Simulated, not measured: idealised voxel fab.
Name of the process module below: voxel self aligned contacts
In the cross-section labelled cut, the width is 205 nm and each square cell is 5 nm.
If you're reading a cross-section in this doc, picture square cells in a grid; it comes to you as bands, top ones listed first down to the bottom, and a band can be one or more rows of cells.
Top height, bottom height, nm. Materials left to right, width each, nm. Single material + "everywhere" = fills band edge to edge. "air" = empty.
Height datum 0, below which the as-received substrate wafer is one material. Lowest band open at the bottom, running downward: "top 0, no bottom".
Read "30..40" as a graded width: first number on top, second number at the bottom, same change between each pair of neighbouring rows.
The designation "remained unchanged", where it is given for a processing step, indicates that no cell of the cross-section was altered in the course of that step.
Empty spaces counting at least 8 cells and having no open way to the top are listed in "Entrapped voids". The notation width x height at distance is used for each, the distance being from the left edge and all three values in nm.
On each step's line, the part that comes after the settings is the simulator's own comment on the step.
A step line may carry the setting "overlay nm", which, for steps involving a mask, states the distance by which the mask lay to the right of its intended position; negative values denote displacement to the left.
Below is the list of planned process steps:
1,RECEIVE [material Si]
2,CONFORMAL_DEP [material SiO2] [thk nm 5]
3,DIRECTIONAL_DEP [material polySi] [thk nm 20]
4,DIRECTIONAL_DEP [material SiN] [thk nm 20]
5,MASKED_ETCH [tone cover] [mask id GATE] [width nm 25] [pitch nm 70] [etch materials SiN] [depth nm 20] [overlay nm 0]
6,MASKED_ETCH [tone cover] [mask id GATE] [width nm 35] [pitch nm 70] [etch materials polySi] [depth nm 20] [overlay nm 0]
7,CONFORMAL_DEP [material SiN] [thk nm 10]
8,DIRECTIONAL_ETCH [etch materials SiN] [depth nm 10]
9,FILL_DEP [material SiO2] [thk nm 10]
10,CMP [height nm 50]
11,PATTERN [tone open] [mask id CONTACT] [material resist] [width nm 45] [pitch nm 70] [thk nm 20] [overlay nm 0]
12,DIRECTIONAL_ETCH [etch materials SiO2] [depth nm 50]
13,STRIP [etch materials resist]
14,CONFORMAL_DEP [material TiN] [thk nm 5]
15,FILL_DEP [material Ru] [thk nm 10]
16,CMP [height nm 50]
17,CONFORMAL_DEP [material SiCN] [thk nm 5]
Variable across wafers: step 5 width nm (plan value is that of the first wafer; starting state common to all).
After step 1, as received: first of several wafers, cross-section:
> top 0, no bottom  Si everywhere
> Entrapped voids: none
After the module's final step, step 17: the first of several wafers in cross-section:
> top 55, bottom 50  SiCN everywhere
> top 50, bottom 45  SiO2 45, TiN 15, Ru 15, TiN 15, SiO2 25, TiN 15, Ru 15, TiN 15, SiO2 45
> top 45, bottom 30  SiO2 10, SiN 45, TiN 5, Ru 15, TiN 5, SiN 45, TiN 5, Ru 15, TiN 5, SiN 45, SiO2 10
> top 30, bottom 25  SiO2 10, SiN 45, TiN 10, Ru 5, TiN 10, SiN 45, TiN 10, Ru 5, TiN 10, SiN 45, SiO2 10
> top 25, bottom 5  SiO2 5, SiN 10, polySi 35, SiN 10, TiN 5, Ru 5, TiN 5, SiN 10, polySi 35, SiN 10, TiN 5, Ru 5, TiN 5, SiN 10, polySi 35, SiN 10, SiO2 5
> top 5, bottom 0  SiO2 60, TiN 15, SiO2 55, TiN 15, SiO2 60
> top 0, no bottom  Si everywhere
> Entrapped voids: none
So this is the cross-section on the last wafer at the end of the module:
> top 55, bottom 50  SiCN everywhere
> top 50, bottom 45  SiO2 45, TiN 20, Ru 5, TiN 20, SiO2 25, TiN 20, Ru 5, TiN 20, SiO2 45
> top 45, bottom 25  SiO2 5, SiN 55, TiN 5, Ru 5, TiN 5, SiN 55, TiN 5, Ru 5, TiN 5, SiN 55, SiO2 5
> top 25, bottom 5  SiO2 5, SiN 10, polySi 35, SiN 10, TiN 5, Ru 5, TiN 5, SiN 10, polySi 35, SiN 10, TiN 5, Ru 5, TiN 5, SiN 10, polySi 35, SiN 10, SiO2 5
> top 5, bottom 0  SiO2 60, TiN 15, SiO2 55, TiN 15, SiO2 60
> top 0, no bottom  Si everywhere
> Entrapped voids: none
Heads up, this table goes wafer by wafer. A row tells you, at the end of the module, how many cells of each material that wafer has put on (+) or dropped (-) since it was received, and then its closed voids:
width nm 25, +34 Ru, +41 SiCN, +156 SiN, +82 SiO2, +54 TiN, +84 polySi, Entrapped voids: none
width nm 30, +26 Ru, +41 SiCN, +168 SiN, +78 SiO2, +54 TiN, +84 polySi, Entrapped voids: none
width nm 35, +18 Ru, +41 SiCN, +180 SiN, +74 SiO2, +54 TiN, +84 polySi, Entrapped voids: none
